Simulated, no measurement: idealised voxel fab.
This is a process module. Its name is voxel wiring stack.
Cross-sectional view cut (width: 200 nm; square cell size: 5 nm).
We lay out every cross-section as a grid of square cells and spell it out in bands from the top down, where one band means one or more rows of cells. For a band, the entry starts with two heights in nm, that of the top and then that of the bottom, and carries on with the band's materials in order from left to right, each alongside its width in nm; the word "full width" beside a single material means it fills the band edge to edge, and "air" means empty space. Counting heights begins at 0, where everything beneath is, in the wafer as received, one material. The lowest band has no bottom; it goes on downwards, as "0 down" shows. It should be noted that a width expressed as "30->40" varies in equal increments from row to row of cells within the band, taking the value of the first number at the top row and that of the second number at the bottom row. Step note "changes: none" = no cross-section cell changed. The entry "Voids, fully enclosed" lists the empty spaces that cover at least 8 cells and have no open path to the top. Each is written as width x height at distance, where the distance is measured from the left edge and all three values are in nm. It should be noted that, on the line of a given step, the content following the step's settings is a remark produced by the simulator itself with respect to that step. When a step includes a mask, the "overlay nm" setting on its line states how far to the right of its planned place that mask lay, and negative values state how far to the left.
**The planned process steps are enumerated hereunder**
1,RECEIVE [material Si]
2,CONFORMAL_DEP [material SiO2] [thk nm 15]
3,CONFORMAL_DEP [material SiN] [thk nm 5]
4,DIRECTIONAL_DEP [material SiO2] [thk nm 15]
5,DIRECTIONAL_DEP [material aC] [thk nm 15]
6,PATTERN [tone open] [mask id METAL_1] [material resist] [width nm 25] [pitch nm 55] [thk nm 30] [overlay nm 0]
7,DIRECTIONAL_ETCH [etch materials aC] [depth nm 15]
8,STRIP [etch materials resist]
9,DIRECTIONAL_ETCH [etch materials SiO2] [depth nm 15]
10,DIRECTIONAL_ETCH [etch materials SiN] [depth nm 5]
11,STRIP [etch materials aC]
12,CONFORMAL_DEP [material TiN] [thk nm 5]
13,FILL_DEP [material Cu] [thk nm 5]
14,CMP [height nm 35]
15,EPI [material Ru] [thk nm 5]
16,FILL_DEP [material SiCN] [thk nm 5]
17,DIRECTIONAL_DEP [material lowk] [thk nm 20]
18,DIRECTIONAL_DEP [material aC] [thk nm 15]
19,PATTERN [tone open] [mask id PLUG_1] [material resist] [width nm 15] [pitch nm 110] [thk nm 30] [overlay nm 0]
20,DIRECTIONAL_ETCH [etch materials aC] [depth nm 15]
21,STRIP [etch materials resist]
22,DIRECTIONAL_ETCH [etch materials lowk] [depth nm 20]
23,DIRECTIONAL_ETCH [etch materials SiCN] [depth nm 5]
24,STRIP [etch materials aC]
25,EPI [material Ru] [thk nm 10]
26,EPI [material Ru] [thk nm 10]
27,EPI [material Ru] [thk nm 5]
28,CONFORMAL_DEP [material SiN] [thk nm 5]
29,DIRECTIONAL_DEP [material lowk] [thk nm 20]
30,MASKED_ETCH [tone open] [mask id METAL_2] [width nm 25] [pitch nm 55] [etch materials lowk] [depth nm 20] [overlay nm 0]
31,MASKED_ETCH [tone open] [mask id METAL_2] [width nm 15] [pitch nm 55] [etch materials SiN] [depth nm 5] [overlay nm 0]
32,CONFORMAL_DEP [material TiN] [thk nm 5]
33,FILL_DEP [material Ru] [thk nm 5]
34,CMP [height nm 90]
35,EPI [material Ru] [thk nm 5]
36,FILL_DEP [material SiCN] [thk nm 5]
37,DIRECTIONAL_DEP [material lowk] [thk nm 30]
38,PATTERN [tone open] [mask id METAL_3_HOLES] [material resist] [width nm 15] [pitch nm 110] [thk nm 15] [overlay nm 0]
39,DIRECTIONAL_ETCH [etch materials lowk] [depth nm 30]
40,STRIP [etch materials resist]
41,MASKED_ETCH [tone open] [mask id METAL_3] [width nm 25] [pitch nm 55] [etch materials lowk] [depth nm 15] [overlay nm 0]
42,MASKED_ETCH [tone open] [mask id METAL_3] [width nm 25] [pitch nm 55] [etch materials SiCN] [depth nm 5] [overlay nm 0]
43,CONFORMAL_DEP [material TiN] [thk nm 5]
44,FILL_DEP [material Cu] [thk nm 10]
45,CMP [height nm 130]
46,CONFORMAL_DEP [material SiCN] [thk nm 5]
47,DIRECTIONAL_DEP [material SiO2] [thk nm 20]
48,MASKED_ETCH [tone open] [mask id PLUG_3] [width nm 15] [pitch nm 110] [etch materials SiO2] [depth nm 20] [overlay nm 0]
49,MASKED_ETCH [tone open] [mask id PLUG_3] [width nm 15] [pitch nm 110] [etch materials SiCN] [depth nm 5] [overlay nm 0]
50,EPI [material Ru] [thk nm 10]
51,EPI [material Ru] [thk nm 10]
52,EPI [material Ru] [thk nm 5]
53,CONFORMAL_DEP [material SiN] [thk nm 5]
54,DIRECTIONAL_DEP [material SiO2] [thk nm 25]
55,PATTERN [tone open] [mask id METAL_4] [material resist] [width nm 25] [pitch nm 55] [thk nm 20] [overlay nm 0]
56,DIRECTIONAL_ETCH [etch materials SiO2] [depth nm 25]
57,DIRECTIONAL_ETCH [etch materials SiN] [depth nm 5]
58,STRIP [etch materials resist]
59,CONFORMAL_DEP [material TiN] [thk nm 5]
60,FILL_DEP [material Cu] [thk nm 5]
61,CMP [height nm 185]
62,CONFORMAL_DEP [material SiN] [thk nm 5]
All wafers enter the flow in the same state. The width nm at step 31 differs from wafer to wafer, and the plan gives the value for the first wafer.
**Step 1 complete: as-received cross-section of the first of several wafers**
  0 down = Si full width
  Voids, fully enclosed: none
**Wafer rows, end of module: cells per material gained (+) or lost (-) since receipt; closed voids last**
width nm 15; +98 Cu; +132 Ru; +140 SiCN; +121 SiN; +456 SiO2; +160 TiN; +413 lowk; Voids, fully enclosed: none
width nm 20; +98 Cu; +135 Ru; +140 SiCN; +118 SiN; +456 SiO2; +160 TiN; +413 lowk; Voids, fully enclosed: none
width nm 25; +98 Cu; +138 Ru; +140 SiCN; +115 SiN; +456 SiO2; +160 TiN; +413 lowk; Voids, fully enclosed: none
width nm 30; +98 Cu; +138 Ru; +140 SiCN; +115 SiN; +456 SiO2; +160 TiN; +413 lowk; Voids, fully enclosed: none
width nm 35; +98 Cu; +138 Ru; +140 SiCN; +115 SiN; +456 SiO2; +160 TiN; +413 lowk; Voids, fully enclosed: none
width nm 40; +98 Cu; +138 Ru; +140 SiCN; +115 SiN; +456 SiO2; +160 TiN; +413 lowk; Voids, fully enclosed: none
